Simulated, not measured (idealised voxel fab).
Process module in this document: voxel fin reveal
Section cut is 250 nm wide and gridded with 5 nm square cells.
When this document writes out a cross-section, it uses a grid of square cells and lists it as bands, beginning at the top and moving down, with a band standing for one or more rows of cells. Read a band's entry like this: the first values are the height of its top and the height of its bottom in nm, and what follows is the sequence of materials from left to right, each with its width in nm. Note that "blank" is empty space, and that a single material marked "all across" reaches across the band from edge to edge. The level at which height equals 0 is the one under which the wafer, as it arrives, is entirely one material. No lower edge exists for the bottom band, which continues downward and is notated as in "z 0 and below". A width given as "30..40" starts at the first number in the band's top row and ends at the second number in its bottom row, shifting by an equal amount at every step from row to row. A step reported as "nothing different" is a step in which no cell of the cross-section changed. So "Enclosed empty spaces" is basically the list of trapped voids: any empty space of 8 cells or more that can't reach the top through an opening. They're written width x height at distance, the distance being from the left edge, and it's all nm. Note: text after step settings on the step line = simulator remark on that step. "overlay nm" denotes, for a step that has a mask, the displacement of the mask to the right of its planned place, with negative values corresponding to the left.
### Below is the list of planned process steps
- 1: RECEIVE [material Si]
- 2: CONFORMAL_DEP [material SiN] [thk nm 5]
- 3: DIRECTIONAL_DEP [material aC] [thk nm 15]
- 4: PATTERN [tone cover] [mask id FINS] [material resist] [width nm 15] [pitch nm 35] [thk nm 35] [overlay nm 0]
- 5: DIRECTIONAL_ETCH [etch materials aC] [depth nm 15]
- 6: STRIP [etch materials resist]
- 7: DIRECTIONAL_ETCH [etch materials SiN] [depth nm 5]
- 8: DIRECTIONAL_ETCH [etch materials Si] [depth nm 35]
- 9: STRIP [etch materials aC]
- 10: OXIDIZE [depth nm 5]
- 11: FILL_DEP [material SiO2] [thk nm 15]
- 12: CMP [height nm 5]
- 13: SELECTIVE_ETCH [etch materials SiO2] [depth nm 25]
- 14: STRIP [etch materials SiN]
### Here's what the wafer looked like in cross-section when it arrived - that's after step 1
	z 0 and below: Si all across
	Enclosed empty spaces: none
### Final wafer profile in cross-section after the module, from the same start and plan as above, with one mistake made during processing
	z 0 to -20: blank=85 / Si=10 / blank=25 / Si=10 / blank=25 / Si=10 / blank=85
	z -20 to -40: SiO2=85 / Si=10 / SiO2=25 / Si=10 / SiO2=25 / Si=10 / SiO2=85
	z -40 and below: Si all across
	Enclosed empty spaces: none
It is concluded that the wafer was processed incorrectly with respect to the plan, in that step 4 changed vs plan, executed as PATTERN [tone cover] [mask id FINS] [material resist] [width nm 20] [pitch nm 35] [thk nm 35] [overlay nm 0]
